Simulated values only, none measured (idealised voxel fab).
The following process module bears the name voxel self aligned contacts.
In the cross-section labelled cut, the width is 255 nm and each square cell is 5 nm.
Throughout this document, each cross-section is represented as a grid of square cells and is presented as a sequence of bands enumerated from the top downward, where a band comprises one or more rows of cells.
Top height, bottom height, nm. Materials left to right, width each, nm. Single material + "edge to edge" = fills band edge to edge. "air" = empty.
Heights from 0 (as-received wafer is one material below). Bottom band endless downward, as "top 0, no bottom".
Width "30 to 40": first value at the band's top row of cells, second value at its bottom row, equal change from row to row.
A step reported as "no change" is a step in which no cell of the cross-section changed.
The entry titled "Enclosed void inventory" provides the empty spaces that have no open way to the top, restricted to those of 8 cells or more. Each is presented as width x height at distance, the distance being measured from the left edge, with all three in nm.
Heads up: the bit after the settings on a step's line is the simulator's remark on that step.
"overlay nm" answers the question of how far to the right of plan the mask lay on a step that has a mask, and when it is negative the answer is to the left.

**This section lists the process steps that were planned**
1) RECEIVE | material Si
2) CONFORMAL_DEP | material SiO2 | thk nm 5
3) DIRECTIONAL_DEP | material polySi | thk nm 30
4) DIRECTIONAL_DEP | material SiN | thk nm 25
5) DIRECTIONAL_DEP | material aC | thk nm 15
6) PATTERN | tone cover | mask id GATE | material resist | width nm 35 | pitch nm 75 | thk nm 35 | overlay nm 0
7) DIRECTIONAL_ETCH | etch materials aC | depth nm 15
8) STRIP | etch materials resist
9) DIRECTIONAL_ETCH | etch materials SiN | depth nm 25
10) DIRECTIONAL_ETCH | etch materials polySi | depth nm 30
11) STRIP | etch materials aC
12) CONFORMAL_DEP | material SiN | thk nm 10
13) DIRECTIONAL_ETCH | etch materials SiN | depth nm 10
14) FILL_DEP | material SiO2 | thk nm 15
15) CMP | height nm 70
16) MASKED_ETCH | tone open | mask id CONTACT | width nm 60 | etch materials SiO2 | depth nm 70 | overlay nm 0
17) CONFORMAL_DEP | material TiN | thk nm 5
18) FILL_DEP | material W | thk nm 10
19) CMP | height nm 70
20) CONFORMAL_DEP | material SiN | thk nm 5

**Cross-section, incoming material, after step 1**
- top 0, no bottom: Si edge to edge
- Enclosed void inventory: none

**Result of the module, cross-sectioned: start per above, plan per above, one error in how it was run**
- top 80, bottom 75: SiN edge to edge
- top 75, bottom 70: TiN (100); W (50); TiN (105)
- top 70, bottom 60: SiO2 (95); TiN (5 to 25); W (50 to 10); TiN (5 to 25); SiO2 (100)
- top 60, bottom 35: SiO2 (60); SiN (55); TiN (5); W (10); TiN (5); SiN (55); SiO2 (65)
- top 35, bottom 5: SiO2 (60); SiN (10); polySi (35); SiN (10); TiN (5); W (10); TiN (5); SiN (10); polySi (35); SiN (10); SiO2 (65)
- top 5, bottom 0: SiO2 (115); TiN (20); SiO2 (120)
- top 0, no bottom: Si edge to edge
- Enclosed void inventory: none
Deviation from plan: the process deviated at step 19: the operation and settings actually run there were CMP | height nm 75
